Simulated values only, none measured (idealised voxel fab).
voxel spacer lines: a process module
Xsec cut, 180 nm wide, square cell size 5 nm.
A cross-section is written here as square cells arranged in a grid, and it is given in bands from the top down, each band taking up one or more rows of cells. It is stipulated that each band's entry specify, in nanometres, the height of the top of the band and then that of its bottom, followed by the materials of the band in left-to-right sequence, each together with its width in nanometres. A single material marked by the word "everywhere" is understood to fill the band from edge to edge; the word "air" is understood to denote empty space. All heights in this document are referenced to 0, defined as the level beneath which the wafer, as received, consists entirely of one material. The lowest band is not bounded below; it extends indefinitely downward and is written in the form "0 and below". A width given as "30->40" starts at the first number in the band's top row and ends at the second number in its bottom row, shifting by an equal amount at every step from row to row. What does "no change occurred" mean for a step? It means no cell of the cross-section changed in that step. "Enclosed cavities" lists enclosed empty spaces (at least 8 cells, no open path upward to the top), each as width x height at distance from the left edge, in nm. Heads up: the bit after the settings on a step's line is the simulator's remark on that step. "overlay nm" on a masked step: distance the mask lay right of its planned place, negative for left.

### The planned process steps are enumerated hereunder
- 1: RECEIVE | material Si
- 2: CONFORMAL_DEP | material Al2O3 | thk nm 5
- 3: DIRECTIONAL_DEP | material W | thk nm 10
- 4: DIRECTIONAL_DEP | material aC | thk nm 30
- 5: PATTERN | tone cover | mask id MANDREL | material resist | width nm 15 | pitch nm 50 | thk nm 35 | overlay nm 0
- 6: DIRECTIONAL_ETCH | etch materials aC | depth nm 30
- 7: STRIP | etch materials resist
- 8: CONFORMAL_DEP | material SiO2 | thk nm 10
- 9: DIRECTIONAL_ETCH | etch materials SiO2 | depth nm 10
- 10: STRIP | etch materials aC
- 11: DIRECTIONAL_ETCH | etch materials W | depth nm 10
- 12: STRIP | etch materials SiO2
- 13: FILL_DEP | material lowk | thk nm 10
- 14: CMP | height nm 15

### Wafer as received: cross-section following step 1
> 0 and below  Si everywhere
> Enclosed cavities: none

### Below is the wafer in cross-section after the module was completed. It began from the starting point shown above and followed the plan shown above, except that one mistake was made while running it
> 15 down to 5  15 nm lowk, 10 nm W, 15 nm lowk, 10 nm W, 15 nm lowk, 10 nm W, 15 nm lowk, 10 nm W, 15 nm lowk, 10 nm W, 15 nm lowk, 10 nm W, 30 nm lowk
> 5 down to 0  Al2O3 everywhere
> 0 and below  Si everywhere
> Enclosed cavities: none
The plan and the run diverged here: step 5 ran differently from the plan; actual operation with settings: PATTERN | tone cover | mask id MANDREL | material resist | width nm 15 | pitch nm 50 | thk nm 35 | overlay nm -5
